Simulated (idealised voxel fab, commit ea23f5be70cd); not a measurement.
process module | voxel self aligned vias
cross-section cut | 255 nm wide | cells 5 nm
A cross-section is a grid of square cells, given in bands from the top down. A band is one or more rows of cells.
Each band's line starts with the height of the band's top and of its bottom, in nm. Then come its materials from left to right, each with its width in nm. One material with "throughout" fills the band from edge to edge. "air" is empty space.
Height 0 is the level under which the wafer as received is all one material. The lowest band goes on downwards, as in "0 down".
A width such as "30 to 40" changes by the same amount from each row of cells to the next, from the band's top row to its bottom row.
"no change" after a step means that no cell of the cross-section changed.
closed voids: empty space of 8 cells or more with no open way to the top, each as width x height at its distance from the left edge, in nm
after a step's settings: what the simulator itself notes on the step
overlay nm, on a step with a mask: how far to the right of its planned place the mask lay; to the left if negative
plan
1 op RECEIVE | material Si
2 op CONFORMAL_DEP | material SiO2 | thk nm 10
3 op CONFORMAL_DEP | material SiCN | thk nm 5
4 op DIRECTIONAL_DEP | material lowk | thk nm 25
5 op PATTERN | tone open | mask id LINES | material resist | width nm 15 | pitch nm 55 | thk nm 20 | overlay nm 0
6 op DIRECTIONAL_ETCH | etch materials lowk | depth nm 25
7 op STRIP | etch materials resist
8 op CONFORMAL_DEP | material TiN | thk nm 5
9 op FILL_DEP | material Ru | thk nm 10
10 op CMP | height nm 40
11 op SELECTIVE_ETCH | etch materials W Ru TiN | depth nm 5
12 op FILL_DEP | material SiN | thk nm 10
13 op CMP | height nm 40
14 op DIRECTIONAL_DEP | material lowk | thk nm 15
15 op DIRECTIONAL_DEP | material aC | thk nm 15
16 op PATTERN | tone open | mask id VIAS | material resist | width nm 35 | pitch nm 55 | thk nm 30 | overlay nm 0
17 op DIRECTIONAL_ETCH | etch materials aC | depth nm 15
18 op STRIP | etch materials resist
19 op DIRECTIONAL_ETCH | etch materials lowk | depth nm 15
20 op DIRECTIONAL_ETCH | etch materials SiN | depth nm 5
21 op STRIP | etch materials aC
22 op CONFORMAL_DEP | material TiN | thk nm 5
23 op FILL_DEP | material Cu | thk nm 10
24 op CMP | height nm 55
25 op CONFORMAL_DEP | material SiCN | thk nm 5
varied across the wafers: width nm of step 5. The plan shows the first wafer's value. All wafers start alike
first wafer as received, after step 1
  0 down: Si throughout
  closed voids: none
each wafer at the end: cells of each material gained (+) or lost (-) since it was received, then its closed voids
width nm 15 | +22 Cu | +6 Ru | +102 SiCN | +102 SiO2 | +44 TiN | +336 lowk | closed voids: none
width nm 20 | +24 Cu | +12 Ru | +102 SiCN | +102 SiO2 | +46 TiN | +326 lowk | closed voids: none
width nm 25 | +26 Cu | +18 Ru | +102 SiCN | +102 SiO2 | +48 TiN | +316 lowk | closed voids: none
width nm 30 | +28 Cu | +24 Ru | +102 SiCN | +102 SiO2 | +50 TiN | +306 lowk | closed voids: none
width nm 35 | +30 Cu | +30 Ru | +102 SiCN | +102 SiO2 | +52 TiN | +296 lowk | closed voids: none
width nm 40 | +30 Cu | +36 Ru | +102 SiCN | +2 SiN | +102 SiO2 | +54 TiN | +286 lowk | closed voids: none
